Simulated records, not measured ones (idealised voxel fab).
process module | voxel self aligned vias
cross-section cut | 270 nm wide | cells 5 nm
A cross-section is a grid of square cells, given in bands from the top down. A band is one or more rows of cells.
Each band's line starts with the height of the band's top and of its bottom, in nm. Then come its materials from left to right, each with its width in nm. One material with "throughout" fills the band from edge to edge. "air" is empty space.
Height 0 is the level under which the wafer as received is all one material. The lowest band goes on downwards, as in "0 down".
A width such as "30 to 40" changes by the same amount from each row of cells to the next, from the band's top row to its bottom row.
"no change" after a step means that no cell of the cross-section changed.
closed voids: empty space of 8 cells or more with no open way to the top, each as width x height at its distance from the left edge, in nm
after a step's settings: what the simulator itself notes on the step
overlay nm, on a step with a mask: how far to the right of its planned place the mask lay; to the left if negative
plan
1 op RECEIVE | material Si
2 op CONFORMAL_DEP | material SiO2 | thk nm 10
3 op CONFORMAL_DEP | material SiCN | thk nm 5
4 op DIRECTIONAL_DEP | material SiO2 | thk nm 20
5 op MASKED_ETCH | tone open | mask id LINES | width nm 30 | pitch nm 60 | etch materials SiO2 | depth nm 20 | overlay nm 0
6 op CONFORMAL_DEP | material TiN | thk nm 5
7 op FILL_DEP | material Ru | thk nm 10
8 op CMP | height nm 35
9 op SELECTIVE_ETCH | etch materials W Ru TiN | depth nm 10
10 op FILL_DEP | material SiN | thk nm 10
11 op CMP | height nm 35
12 op DIRECTIONAL_DEP | material SiO2 | thk nm 15
13 op MASKED_ETCH | tone open | mask id VIAS | width nm 30 | etch materials SiO2 | depth nm 15 | overlay nm 0
14 op MASKED_ETCH | tone open | mask id VIAS | width nm 40 | etch materials SiN | depth nm 10 | overlay nm 0
15 op CONFORMAL_DEP | material TiN | thk nm 5
16 op FILL_DEP | material Ru | thk nm 10
17 op CMP | height nm 50
18 op CONFORMAL_DEP | material SiN | thk nm 5
varied across the wafers: width nm of step 13. The plan shows the first wafer's value. All wafers start alike
first wafer as received, after step 1
  0 down: Si throughout
  closed voids: none
each wafer at the end: cells of each material gained (+) or lost (-) since it was received, then its closed voids
width nm 30 | +24 Ru | +54 SiCN | +66 SiN | +420 SiO2 | +30 TiN | closed voids: none
width nm 35 | +26 Ru | +54 SiCN | +66 SiN | +417 SiO2 | +31 TiN | closed voids: none
width nm 40 | +28 Ru | +54 SiCN | +66 SiN | +414 SiO2 | +32 TiN | closed voids: none
width nm 45 | +30 Ru | +54 SiCN | +66 SiN | +411 SiO2 | +33 TiN | closed voids: none
width nm 50 | +32 Ru | +54 SiCN | +66 SiN | +408 SiO2 | +34 TiN | closed voids: none
width nm 55 | +34 Ru | +54 SiCN | +66 SiN | +405 SiO2 | +35 TiN | closed voids: none
